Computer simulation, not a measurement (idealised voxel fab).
Process module, titled voxel ribs on slabs
Displayed cross-section: cut, width of 165 nm, square cells sized 5 nm.
Think of the cross-section as a grid of square cells. We describe it in bands, top to bottom, and each band covers one or more rows of those cells.
First you get the band's top height and its bottom height, in nm, and then the materials it's made of, left to right, with each width in nm. If you see a single material with "full width", that one covers the band edge to edge. "blank" is empty space.
Zero point of the height axis is 0; under it, received wafer = one material. Lowest band: continues down indefinitely, "0..down".
With a width like "30..40", each row of cells in the band differs from the next by the same amount, the top row carrying the first number and the bottom row the second.
It should be understood that the words "left unchanged", when stated for a given step, signify that the cross-section underwent no change in any of its cells during that step.
"Enclosed void catalog" means: voids of 8 cells or more that are shut off from the top with no open way through. Written width x height at distance, distance from the left edge, in nm.
That trailing text on a step's line, after the settings, is the simulator's own remark on the step.
The "overlay nm" setting may appear on a step's line; for a step that uses a mask, it gives how far to the right of its planned position the mask lay, and a negative value indicates the left.

[The following list gives the planned process steps]
1: RECEIVE,material Si
2: DIRECTIONAL_DEP,material SiO2,thk nm 25
3: DIRECTIONAL_DEP,material SiN,thk nm 15
4: MASKED_ETCH,tone cover,mask id RIB,width nm 25,etch materials SiN,depth nm 5,overlay nm 0
5: PATTERN,tone cover,mask id SLAB,material resist,width nm 55,thk nm 20,overlay nm 0
6: DIRECTIONAL_ETCH,etch materials SiN,depth nm 10
7: STRIP,etch materials resist
8: FILL_DEP,material SiO2,thk nm 15
9: CMP,height nm 50
10: DIRECTIONAL_DEP,material TiN,thk nm 5
11: PATTERN,tone cover,mask id HEATER,material resist,width nm 35,thk nm 20,overlay nm 0
12: DIRECTIONAL_ETCH,etch materials TiN,depth nm 5
13: STRIP,etch materials resist
14: CONFORMAL_DEP,material SiN,thk nm 10

[Cross-section of the incoming wafer, state after step 1]
- 0..down = Si full width
- Enclosed void catalog: none

[Figure: cross-sectional view of the wafer upon completion of the module, processed from the initial state and according to the plan depicted above, with one error introduced during execution]
- 65..60 = blank (55), then SiN (55), then blank (55)
- 60..55 = SiN full width
- 55..50 = SiN (65), then TiN (35), then SiN (65)
- 50..40 = SiO2 full width
- 40..35 = SiO2 (70), then SiN (25), then SiO2 (70)
- 35..25 = SiO2 (65), then SiN (55), then SiO2 (45)
- 25..0 = SiO2 full width
- 0..down = Si full width
- Enclosed void catalog: none
What was the processing mistake? the process deviated at step 5: the operation and settings actually run there were PATTERN,tone cover,mask id SLAB,material resist,width nm 55,thk nm 20,overlay nm 10
